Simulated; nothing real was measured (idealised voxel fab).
process module | voxel capacitor over wiring
cross-section cut | 220 nm wide | cells 5 nm
A cross-section is a grid of square cells, given in bands from the top down. A band is one or more rows of cells.
Each band's line starts with the height of the band's top and of its bottom, in nm. Then come its materials from left to right, each with its width in nm. One material with "throughout" fills the band from edge to edge. "air" is empty space.
Height 0 is the level under which the wafer as received is all one material. The lowest band goes on downwards, as in "0 down".
A width such as "30 to 40" changes by the same amount from each row of cells to the next, from the band's top row to its bottom row.
"no change" after a step means that no cell of the cross-section changed.
closed voids: empty space of 8 cells or more with no open way to the top, each as width x height at its distance from the left edge, in nm
after a step's settings: what the simulator itself notes on the step
overlay nm, on a step with a mask: how far to the right of its planned place the mask lay; to the left if negative
plan
1 op RECEIVE | material Si
2 op CONFORMAL_DEP | material SiO2 | thk nm 10
3 op DIRECTIONAL_DEP | material TiN | thk nm 5
4 op DIRECTIONAL_DEP | material W | thk nm 20
5 op MASKED_ETCH | tone cover | mask id METAL_1 | width nm 30 | pitch nm 100 | etch materials W | depth nm 20 | overlay nm 0
6 op MASKED_ETCH | tone cover | mask id METAL_1 | width nm 30 | pitch nm 100 | etch materials TiN | depth nm 5 | overlay nm 0
7 op CONFORMAL_DEP | material SiN | thk nm 5
8 op FILL_DEP | material lowk | thk nm 10
9 op CMP | height nm 35
10 op CONFORMAL_DEP | material SiCN | thk nm 5
11 op DIRECTIONAL_DEP | material lowk | thk nm 15
12 op PATTERN | tone open | mask id PLUG_1 | material resist | width nm 15 | thk nm 15 | overlay nm 0
13 op DIRECTIONAL_ETCH | etch materials lowk | depth nm 15
14 op DIRECTIONAL_ETCH | etch materials SiCN | depth nm 5
15 op STRIP | etch materials resist
16 op EPI | material Ru | thk nm 10
17 op EPI | material Ru | thk nm 10
18 op DIRECTIONAL_DEP | material TiN | thk nm 10
19 op DIRECTIONAL_DEP | material Al2O3 | thk nm 5
20 op DIRECTIONAL_DEP | material TiN | thk nm 5
21 op MASKED_ETCH | tone cover | mask id UPPER_PLATE | width nm 75 | etch materials TiN | depth nm 5 | overlay nm 0
22 op MASKED_ETCH | tone cover | mask id UPPER_PLATE | width nm 75 | etch materials Al2O3 | depth nm 5 | overlay nm 0
23 op MASKED_ETCH | tone cover | mask id LOWER_PLATE | width nm 85 | etch materials TiN | depth nm 10 | overlay nm 0
24 op FILL_DEP | material SiO2 | thk nm 15
25 op CMP | height nm 85
26 op MASKED_ETCH | tone open | mask id PLUG_2 | width nm 15 | etch materials SiO2 | depth nm 10 | overlay nm 0
27 op CONFORMAL_DEP | material TiN | thk nm 5
28 op FILL_DEP | material W | thk nm 10
29 op CMP | height nm 85
30 op CONFORMAL_DEP | material SiN | thk nm 5
first wafer, as planned
as received, after step 1
  0 down: Si throughout
  closed voids: none
after step 2
  10 to 0: SiO2 throughout
  below 0: unchanged
after step 3
  15 to 10: TiN throughout
  below 10: unchanged
after step 4
  35 to 15: W throughout
  below 15: unchanged
after step 5
  35 to 15: air 45 | W 30 | air 70 | W 30 | air 45
  below 15: unchanged
after step 6
  35 to 15: air 45 | W 30 | air 70 | W 30 | air 45
  15 to 10: air 45 | TiN 30 | air 70 | TiN 30 | air 45
  below 10: unchanged
after step 7
  40 to 35: air 40 | SiN 40 | air 60 | SiN 40 | air 40
  35 to 15: air 40 | SiN 5 | W 30 | SiN 5 | air 60 | SiN 5 | W 30 | SiN 5 | air 40
  15 to 10: SiN 45 | TiN 30 | SiN 70 | TiN 30 | SiN 45
  below 10: unchanged
after step 8
  50 to 40: lowk throughout
  40 to 35: lowk 40 | SiN 40 | lowk 60 | SiN 40 | lowk 40
  35 to 15: lowk 40 | SiN 5 | W 30 | SiN 5 | lowk 60 | SiN 5 | W 30 | SiN 5 | lowk 40
  below 15: unchanged
after step 9
  35 to 15: lowk 40 | SiN 5 | W 30 | SiN 5 | lowk 60 | SiN 5 | W 30 | SiN 5 | lowk 40
  below 15: unchanged
after step 10
  40 to 35: SiCN throughout
  below 35: unchanged
after step 11
  55 to 40: lowk throughout
  below 40: unchanged
after step 12
  70 to 55: resist 60 | air 15 | resist 145
  below 55: unchanged
after step 13
  70 to 55: resist 60 | air 15 | resist 145
  55 to 40: lowk 60 | air 15 | lowk 145
  below 40: unchanged
after step 14
  70 to 55: resist 60 | air 15 | resist 145
  55 to 40: lowk 60 | air 15 | lowk 145
  40 to 35: SiCN 60 | air 15 | SiCN 145
  below 35: unchanged
after step 15
  55 to 40: lowk 60 | air 15 | lowk 145
  below 40: unchanged
after step 16
  55 to 45: lowk 60 | air 15 | lowk 145
  45 to 40: lowk 60 | Ru 15 | lowk 145
  40 to 35: SiCN 60 | Ru 15 | SiCN 145
  below 35: unchanged
after step 17
  55 to 40: lowk 60 | Ru 15 | lowk 145
  below 40: unchanged
after step 18
  65 to 55: TiN throughout
  below 55: unchanged
after step 19
  70 to 65: Al2O3 throughout
  below 65: unchanged
after step 20
  75 to 70: TiN throughout
  below 70: unchanged
after step 21
  75 to 70: air 60 | TiN 75 | air 85
  below 70: unchanged
after step 22
  75 to 70: air 60 | TiN 75 | air 85
  70 to 65: air 60 | Al2O3 75 | air 85
  below 65: unchanged
after step 23
  75 to 70: air 60 | TiN 75 | air 85
  70 to 65: air 60 | Al2O3 75 | air 85
  65 to 55: air 55 | TiN 85 | air 80
  below 55: unchanged
after step 24
  90 to 75: SiO2 throughout
  75 to 70: SiO2 60 | TiN 75 | SiO2 85
  70 to 65: SiO2 60 | Al2O3 75 | SiO2 85
  65 to 55: SiO2 55 | TiN 85 | SiO2 80
  below 55: unchanged
after step 25
  85 to 75: SiO2 throughout
  below 75: unchanged
after step 26
  85 to 75: SiO2 70 | air 15 | SiO2 135
  below 75: unchanged
after step 27
  90 to 85: TiN 75 | air 5 | TiN 140
  85 to 80: SiO2 70 | TiN 5 | air 5 | TiN 5 | SiO2 135
  80 to 70: SiO2 70 to 60 | TiN 15 to 75 | SiO2 135 to 85
  below 70: unchanged
after step 28
  100 to 90: W throughout
  90 to 85: TiN 75 | W 5 | TiN 140
  85 to 80: SiO2 70 | TiN 5 | W 5 | TiN 5 | SiO2 135
  below 80: unchanged
after step 29
  85 to 80: SiO2 70 | TiN 5 | W 5 | TiN 5 | SiO2 135
  below 80: unchanged
after step 30
  90 to 85: SiN throughout
  below 85: unchanged
second wafer: like start, like plan, one mistake. Through step 24 it matches the first wafer
when step 25 should have ended
  75 to 70: SiO2 60 | TiN 75 | SiO2 85
  below 70: unchanged
when step 26 should have ended: no change
when step 27 should have ended
  80 to 75: TiN throughout
  below 75: unchanged
when step 28 should have ended
  90 to 80: W throughout
  below 80: unchanged
when step 29 should have ended
  85 to 80: W throughout
  below 80: unchanged
when step 30 should have ended
  90 to 85: SiN throughout
  below 85: unchanged
what went wrong: step 25 ran as: op CMP | height nm 75
at the end the second wafer has, in cells: 82 fewer of SiO2 | 39 more of TiN | 43 more of W
